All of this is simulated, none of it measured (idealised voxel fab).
This section sets out a process module, namely voxel ribs on slabs.
It is cross-section cut that appears here, measuring 265 nm in width, its square cells being 5 nm in size.
For the purposes of this document, a cross-section shall be understood as a grid of square cells, specified as bands listed in top-to-bottom order, each band consisting of one or more rows of cells.
Band: top height; bottom height; in nm. Then, left to right: material with width in nm, for each material. "everywhere": a single material spanning edge to edge. "blank": empty space.
The level at which height equals 0 is the one under which the wafer, as it arrives, is entirely one material. No lower edge exists for the bottom band, which continues downward and is notated as in "from 0 down".
Width "30..40": first value at the band's top row of cells, second value at its bottom row, equal change from row to row.
Take "no alterations made" at face value: in the step it is given for, the cross-section changed in none of its cells.
The entry "Fully sealed cavities" lists the empty spaces that cover at least 8 cells and have no open path to the top. Each is written as width x height at distance, where the distance is measured from the left edge and all three values are in nm.
Where a step's line continues beyond its settings, the continuation is a remark by the simulator itself on that step.
A step's line can hold "overlay nm"; with a mask on that step, the setting says how far right of the planned place the mask lay, while a negative setting says it lay to the left.

-- The steps planned for the process are as follows
1) RECEIVE,material Si
2) DIRECTIONAL_DEP,material SiO2,thk nm 30
3) DIRECTIONAL_DEP,material SiN,thk nm 15
4) PATTERN,tone cover,mask id RIB,material resist,width nm 20,thk nm 20,overlay nm 0
5) DIRECTIONAL_ETCH,etch materials SiN,depth nm 10
6) STRIP,etch materials resist
7) PATTERN,tone cover,mask id SLAB,material resist,width nm 80,thk nm 20,overlay nm 0
8) DIRECTIONAL_ETCH,etch materials SiN,depth nm 5
9) STRIP,etch materials resist
10) FILL_DEP,material SiO2,thk nm 20
11) CMP,height nm 55
12) DIRECTIONAL_DEP,material W,thk nm 5
13) DIRECTIONAL_DEP,material aC,thk nm 15
14) PATTERN,tone cover,mask id HEATER,material resist,width nm 30,thk nm 30,overlay nm 0
15) DIRECTIONAL_ETCH,etch materials aC,depth nm 15
16) STRIP,etch materials resist
17) DIRECTIONAL_ETCH,etch materials W,depth nm 5
18) STRIP,etch materials aC
19) CONFORMAL_DEP,material SiO2,thk nm 10

-- The cross-section here shows the wafer as received, i.e. in its state after step 1
    from 0 down | Si everywhere
    Fully sealed cavities: none

-- Post-module cross-section of the first of two wafers (run per plan)
    from 70 to 65 | 105 of blank, 50 of SiO2, 110 of blank
    from 65 to 60 | SiO2 everywhere
    from 60 to 55 | 115 of SiO2, 30 of W, 120 of SiO2
    from 55 to 45 | SiO2 everywhere
    from 45 to 35 | 120 of SiO2, 20 of SiN, 125 of SiO2
    from 35 to 30 | 90 of SiO2, 80 of SiN, 95 of SiO2
    from 30 to 0 | SiO2 everywhere
    from 0 down | Si everywhere
    Fully sealed cavities: none

-- Presented here is a cross-section of the second of the two wafers as it stood at the end of the module. It was started in the same manner and assigned the same plan as the first wafer; however, one mistake was made in its execution
    from 70 to 65 | 105 of blank, 50 of SiO2, 110 of blank
    from 65 to 60 | SiO2 everywhere
    from 60 to 55 | 115 of SiO2, 30 of W, 120 of SiO2
    from 55 to 35 | SiO2 everywhere
    from 35 to 30 | 90 of SiO2, 30 of SiN, 20 of SiO2, 30 of SiN, 95 of SiO2
    from 30 to 0 | SiO2 everywhere
    from 0 down | Si everywhere
    Fully sealed cavities: none
Finding, execution versus plan: transposition of steps 3 and 4 relative to the planned sequence
Cell-count delta at end, second wafer over first, by material: -12 SiN; +12 SiO2
